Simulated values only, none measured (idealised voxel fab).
Process module, titled voxel double patterning
For reference, the cross-section in this document is cut, with width 180 nm and square cells of 5 nm.
A cross-section is written here as square cells arranged in a grid, and it is given in bands from the top down, each band taking up one or more rows of cells. The entry gives the band's vertical extent as a top height and a bottom height in nm, then its horizontal make-up as materials from left to right, each with a width in nm. "empty" stands for empty space; a single material marked "all across" fills the band edge to edge. Height reference: 0 = level under which incoming wafer is all one material. Lowest band: no bottom, runs on downward, e.g. "0..down". So if you see something like "30..40" for the width, read it as the top row of the band sitting at the first number and the bottom row at the second, with every row in between moving by the same amount as the last. The cross-section has no changed cell in any step marked "remained the same". "Encapsulated voids": sealed empty spaces, 8 cells or more, no open way to top, listed width x height at distance, with distance from the left edge and width, height and distance in nm. Anything after a step's settings on that line? It's the simulator's own note about the step. "overlay nm" denotes, for a step that has a mask, the displacement of the mask to the right of its planned place, with negative values corresponding to the left.

### The steps planned for the process are as follows
- 1: RECEIVE (material Si)
- 2: CONFORMAL_DEP (material SiO2; thk nm 10)
- 3: DIRECTIONAL_DEP (material polySi; thk nm 20)
- 4: DIRECTIONAL_DEP (material SiN; thk nm 5)
- 5: DIRECTIONAL_DEP (material aC; thk nm 10)
- 6: PATTERN (tone open; mask id FIRST; material resist; width nm 15; pitch nm 50; thk nm 25; overlay nm 0)
- 7: DIRECTIONAL_ETCH (etch materials aC; depth nm 10)
- 8: STRIP (etch materials resist)
- 9: DIRECTIONAL_ETCH (etch materials SiN; depth nm 5)
- 10: STRIP (etch materials aC)
- 11: DIRECTIONAL_DEP (material aC; thk nm 15)
- 12: PATTERN (tone open; mask id SECOND; material resist; width nm 15; pitch nm 50; thk nm 30; overlay nm 0)
- 13: DIRECTIONAL_ETCH (etch materials aC; depth nm 15)
- 14: STRIP (etch materials resist)
- 15: DIRECTIONAL_ETCH (etch materials SiN; depth nm 5)
- 16: STRIP (etch materials aC)
- 17: DIRECTIONAL_ETCH (etch materials polySi; depth nm 20)
- 18: STRIP (etch materials SiN)

### Step 1 complete: cross-section of the wafer as received
> 0..down = Si all across
> Encapsulated voids: none

### Module complete, cross-section. Starting point and plan per above. One mistake made in running the module
> 50..30 = 30 polySi  15 empty  10 polySi  15 empty  10 polySi  15 empty  10 polySi  15 empty  10 polySi  15 empty  35 polySi
> 30..10 = polySi all across
> 10..0 = SiO2 all across
> 0..down = Si all across
> Encapsulated voids: none
So what did we get wrong on this run? step 3, plan: ran twice
